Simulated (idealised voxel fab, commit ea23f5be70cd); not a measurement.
Presented below is a process module, voxel gate over fins.
Each square cell in cross-section cut measures 5 nm, and the section as a whole is 215 nm wide.
For the purposes of this document, a cross-section shall be understood as a grid of square cells, specified as bands listed in top-to-bottom order, each band consisting of one or more rows of cells. Within each band entry, the heights of the top and of the bottom of the band appear first, in that order and in nm; the materials of the band then follow from left to right, each with its corresponding width in nm. The designation "edge to edge" on a single material indicates that it fills the band from edge to edge; the designation "empty" indicates empty space. The level at which height equals 0 is the one under which the wafer, as it arrives, is entirely one material. No lower edge exists for the bottom band, which continues downward and is notated as in "from 0 down". Top row gets the first number, bottom row gets the second, and each row in between changes by the same step: that is how a band width like "30->40" works. A step reported as "nothing was modified" is a step in which no cell of the cross-section changed. Look at "Listed closed voids" for the closed voids: empty spaces with no open path to the top, sized 8 cells or up. Each is width x height at distance, distance from the left edge, all nm. Text after the settings on a step's line: the simulator's own remark on that step. The line of a step may include "overlay nm". On a step with a mask, this value is how far to the right of its planned place the mask lay. A negative value means the mask lay to the left.
Below is the list of planned process steps:
1: RECEIVE: material Si
2: CONFORMAL_DEP: material SiN, thk nm 10
3: MASKED_ETCH: tone cover, mask id FINS, width nm 15, pitch nm 40, etch materials SiN, depth nm 10, overlay nm 0
4: MASKED_ETCH: tone cover, mask id FINS, width nm 15, pitch nm 40, etch materials Si, depth nm 35, overlay nm 0
5: OXIDIZE: depth nm 5
6: FILL_DEP: material SiO2, thk nm 5
7: CMP: height nm 10
8: SELECTIVE_ETCH: etch materials SiO2, depth nm 20
9: STRIP: etch materials SiN
10: CONFORMAL_DEP: material HfO2, thk nm 5
11: CONFORMAL_DEP: material TiN, thk nm 5
12: CONFORMAL_DEP: material TiAl, thk nm 5
13: CONFORMAL_DEP: material TiN, thk nm 5
14: FILL_DEP: material W, thk nm 10
15: CMP: height nm 25
16: CONFORMAL_DEP: material SiCN, thk nm 10
Incoming wafer in cross-section (state: after step 1):
	from 0 down: Si edge to edge
	Listed closed voids: none
Cross-sectional result after module completion. Note: starting condition and plan are unchanged from above; one processing mistake was made:
	from 35 to 25: SiCN edge to edge
	from 25 to 20: W edge to edge
	from 20 to 15: W (65); TiN (90); W (60)
	from 15 to 10: W (65); TiN (5); TiAl (80); TiN (5); W (60)
	from 10 to 5: TiN (70); TiAl (5); TiN (30); TiAl (10); TiN (30); TiAl (5); TiN (65)
	from 5 to 0: TiAl (75); TiN (5); HfO2 (20); TiN (5); TiAl (10); TiN (5); HfO2 (20); TiN (5); TiAl (70)
	from 0 to -5: TiN (80); HfO2 (5); Si (10); HfO2 (5); TiN (20); HfO2 (5); Si (10); HfO2 (5); TiN (75)
	from -5 to -10: HfO2 (85); Si (10); HfO2 (30); Si (10); HfO2 (80)
	from -10 to -40: SiO2 (85); Si (10); SiO2 (30); Si (10); SiO2 (80)
	from -40 down: Si edge to edge
	Listed closed voids: none
So what did we get wrong on this run? step 3 ran with different settings than intended, the actual operation and settings being MASKED_ETCH: tone cover, mask id FINS, width nm 20, pitch nm 40, etch materials SiN, depth nm 10, overlay nm 0
